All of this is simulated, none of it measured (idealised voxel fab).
Process module in this document: voxel released beams
The width of the displayed cross-section, cut, is 290 nm; its cells are square, with a size of 5 nm.
Cross-section = grid of square cells, listed top down in bands; band = one or more rows.
Look at the band entry: it leads with the top's height and the bottom's height in nm. Then it lists the materials left to right, with a width in nm for each. The word "all across" on a single material says that material fills the band edge to edge. The word "blank" is empty space.
We count height from 0. Below that, the starting wafer is all one material. The lowest band never ends at the bottom but goes on down; see "top 0, no bottom" for how that is written.
Think of "30 to 40" as a width that walks from the first number to the second as you go down the band, top row to bottom row, taking equal-sized steps from row to row.
"no change" -> step changed no cross-section cell.
Empty spaces counting at least 8 cells and having no open way to the top are listed in "Voids lacking openings". The notation width x height at distance is used for each, the distance being from the left edge and all three values in nm.
Where a step's line continues beyond its settings, the continuation is a remark by the simulator itself on that step.
The setting "overlay nm" may be written on the line of a step. When the step uses a mask, the value reports how far to the right of the planned place the mask lay, and a negative value reports that it lay to the left.

## The steps planned for the process are as follows
1. RECEIVE (material Si)
2. CONFORMAL_DEP (material SiN; thk nm 10)
3. DIRECTIONAL_DEP (material SiO2; thk nm 10)
4. MASKED_ETCH (tone open; mask id ANCHOR; width nm 40; etch materials SiO2; depth nm 10; overlay nm 0)
5. CONFORMAL_DEP (material TiN; thk nm 15)
6. DIRECTIONAL_DEP (material aC; thk nm 15)
7. PATTERN (tone cover; mask id BEAM; material resist; width nm 100; thk nm 35; overlay nm 0)
8. DIRECTIONAL_ETCH (etch materials aC; depth nm 15)
9. STRIP (etch materials resist)
10. DIRECTIONAL_ETCH (etch materials TiN; depth nm 15)
11. STRIP (etch materials aC)
12. STRIP (etch materials SiO2)

## Delivered wafer in cross-section: state after step 1
top 0, no bottom = Si all across
Voids lacking openings: none

## The plan above was carried out on the starting structure above with one mistake, and this cross-section shows the wafer at the end of the module
top 25, bottom 10 = blank=90 / TiN=100 / blank=100
top 10, bottom 0 = SiN all across
top 0, no bottom = Si all across
Voids lacking openings: none
Plan not followed: it should be noted that step 3 of the plan was omitted and was not performed
